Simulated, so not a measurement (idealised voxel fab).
Documented hereafter: the process module known as voxel transistor to metal.
Cross-section cut: width 165 nm, square cells of 5 nm.
How to read a cross-section here: the picture is a grid of square cells, written as bands going from the top down, and any band can span one or more rows of cells.
Per band: top height and bottom height in nm, followed by the left-to-right materials and their widths in nm; "all across" marks a single material spanning edge to edge, "empty" marks empty space.
Heights are reckoned from 0. Under this level, the received wafer is all of one material. The bottommost band is open-ended downward, for example "0 -> down".
A two-number width, for instance "30 to 40", indicates that the width is equal to the first number in the top row of the band and to the second number in the bottom row, and that it changes by a constant amount per row of cells.
Any step labelled "no alteration" changed none of the cells in the cross-section.
"Closed void entries" specifies each empty space that is not open to the top and that occupies no fewer than 8 cells, using the form width x height at distance, the distance measured from the left edge and all three quantities in nm.
Whatever follows a step's settings on its line is a remark the simulator itself makes about that step.
The optional step-line setting "overlay nm" applies to steps with a mask and quantifies how far to the right of its planned location the mask lay, a negative value indicating leftward placement.
Process steps (planned):
- 1: op RECEIVE | material Si
- 2: op OXIDIZE | depth nm 5
- 3: op CONFORMAL_DEP | material SiN | thk nm 15
- 4: op MASKED_ETCH | tone cover | mask id ACTIVE | width nm 105 | etch materials SiN | depth nm 15 | overlay nm 0
- 5: op MASKED_ETCH | tone cover | mask id ACTIVE | width nm 105 | etch materials SiO2 | depth nm 5 | overlay nm 0
- 6: op MASKED_ETCH | tone cover | mask id ACTIVE | width nm 105 | etch materials Si | depth nm 35 | overlay nm 0
- 7: op FILL_DEP | material SiO2 | thk nm 10
- 8: op CMP | height nm 15
- 9: op SELECTIVE_ETCH | etch materials SiO2 | depth nm 15
- 10: op STRIP | etch materials SiN
- 11: op SELECTIVE_ETCH | etch materials SiO2 | depth nm 5
- 12: op OXIDIZE | depth nm 5
- 13: op DIRECTIONAL_DEP | material polySi | thk nm 20
- 14: op DIRECTIONAL_DEP | material SiCN | thk nm 15
- 15: op PATTERN | tone cover | mask id GATE | material resist | width nm 15 | thk nm 15 | overlay nm 0
- 16: op DIRECTIONAL_ETCH | etch materials SiCN | depth nm 25
- 17: op DIRECTIONAL_ETCH | etch materials polySi | depth nm 30
- 18: op STRIP | etch materials resist
- 19: op CONFORMAL_DEP | material SiN | thk nm 5
- 20: op DIRECTIONAL_ETCH | etch materials SiN | depth nm 5
- 21: op DIRECTIONAL_ETCH | etch materials SiO2 | depth nm 5
- 22: op DIRECTIONAL_ETCH | etch materials Si | depth nm 15
- 23: op EPI | material SiGe | thk nm 15
- 24: op FILL_DEP | material SiO2 | thk nm 5
- 25: op CMP | height nm 30
- 26: op DIRECTIONAL_DEP | material SiO2 | thk nm 10
- 27: op DIRECTIONAL_DEP | material aC | thk nm 10
- 28: op PATTERN | tone open | mask id CONTACT | material resist | width nm 20 | pitch nm 75 | thk nm 25 | overlay nm 0
- 29: op DIRECTIONAL_ETCH | etch materials aC | depth nm 10
- 30: op STRIP | etch materials resist
- 31: op DIRECTIONAL_ETCH | etch materials SiO2 | depth nm 50
- 32: op STRIP | etch materials aC
- 33: op CONFORMAL_DEP | material TiN | thk nm 5
- 34: op FILL_DEP | material Ru | thk nm 5
- 35: op CMP | height nm 40
- 36: op DIRECTIONAL_DEP | material TiN | thk nm 5
- 37: op DIRECTIONAL_DEP | material Ru | thk nm 25
- 38: op PATTERN | tone cover | mask id METAL_1 | material resist | width nm 20 | pitch nm 75 | thk nm 15 | overlay nm 0
- 39: op DIRECTIONAL_ETCH | etch materials Ru | depth nm 25
- 40: op DIRECTIONAL_ETCH | etch materials TiN | depth nm 5
- 41: op STRIP | etch materials resist
- 42: op CONFORMAL_DEP | material SiCN | thk nm 5
- 43: op FILL_DEP | material SiO2 | thk nm 10
- 44: op CMP | height nm 70
- 45: op CONFORMAL_DEP | material SiN | thk nm 5
Wafer as received: cross-section following step 1:
    0 -> down: Si all across
    Closed void entries: none
End-of-module XS, first of two wafers, run as planned:
    75 -> 70: SiN all across
    70 -> 45: SiO2=30 / SiCN=5 / Ru=20 / SiCN=5 / SiO2=45 / SiCN=5 / Ru=20 / SiCN=5 / SiO2=30
    45 -> 40: SiCN=35 / TiN=20 / SiCN=55 / TiN=20 / SiCN=35
    40 -> 30: SiO2=35 / TiN=5 / Ru=10 / TiN=5 / SiO2=55 / TiN=5 / Ru=10 / TiN=5 / SiO2=35
    30 -> 15: SiO2=35 / TiN=5 / Ru=10 / TiN=5 / SiO2=15 / SiN=5 / SiCN=15 / SiN=5 / SiO2=15 / TiN=5 / Ru=10 / TiN=5 / SiO2=35
    15 -> 5: SiO2=35 / TiN=5 / Ru=10 / TiN=5 / SiO2=15 / SiN=5 / polySi=15 / SiN=5 / SiO2=15 / TiN=5 / Ru=10 / TiN=5 / SiO2=35
    5 -> -5: SiO2=35 / TiN=5 / Ru=10 / TiN=5 / SiGe=15 / SiN=5 / polySi=15 / SiN=5 / SiGe=15 / TiN=5 / Ru=10 / TiN=5 / SiO2=35
    -5 -> -10: SiO2=35 / TiN=20 / SiGe=15 / SiO2=25 / SiGe=15 / TiN=20 / SiO2=35
    -10 -> -25: SiO2=30 / SiGe=40 / Si=25 / SiGe=40 / SiO2=30
    -25 -> -40: SiO2=30 / Si=105 / SiO2=30
    -40 -> down: Si all across
    Closed void entries: none
Wafer two (of two), end-of-module cross-section: start = wafer one, plan = wafer one, one run mistake:
    75 -> 70: SiN all across
    70 -> 45: SiO2=30 / SiCN=5 / Ru=20 / SiCN=5 / SiO2=45 / SiCN=5 / Ru=20 / SiCN=5 / SiO2=30
    45 -> 40: SiCN=35 / TiN=20 / SiCN=55 / TiN=20 / SiCN=35
    40 -> 30: SiO2=35 / TiN=5 / Ru=10 / TiN=5 / SiO2=55 / TiN=5 / Ru=10 / TiN=5 / SiO2=35
    30 -> 15: SiO2=35 / TiN=5 / Ru=10 / TiN=5 / SiO2=5 / SiN=5 / SiCN=15 / SiN=5 / SiO2=25 / TiN=5 / Ru=10 / TiN=5 / SiO2=35
    15 -> 10: SiO2=35 / TiN=5 / Ru=10 / TiN=5 / SiO2=5 / SiN=5 / polySi=15 / SiN=5 / SiO2=25 / TiN=5 / Ru=10 / TiN=5 / SiO2=35
    10 -> 5: SiO2=35 / TiN=20 / SiO2=5 / SiN=5 / polySi=15 / SiN=5 / SiO2=25 / TiN=5 / Ru=10 / TiN=5 / SiO2=35
    5 -> -5: SiO2=35 / TiN=10 / SiGe=15 / SiN=5 / polySi=15 / SiN=5 / SiGe=15 / SiO2=10 / TiN=5 / Ru=10 / TiN=5 / SiO2=35
    -5 -> -10: SiO2=35 / TiN=10 / SiGe=15 / SiO2=25 / SiGe=15 / SiO2=10 / TiN=20 / SiO2=35
    -10 -> -25: SiO2=30 / SiGe=30 / Si=25 / SiGe=50 / SiO2=30
    -25 -> -40: SiO2=30 / Si=105 / SiO2=30
    -40 -> down: Si all across
    Closed void entries: none
What broke from the plan during processing? in deviation from the planned setting, step 15 was conducted as op PATTERN | tone cover | mask id GATE | material resist | width nm 15 | thk nm 15 | overlay nm -10
Final difference in cells, second wafer against first, listed per material as more or fewer: 6 fewer of Ru | 6 more of SiO2
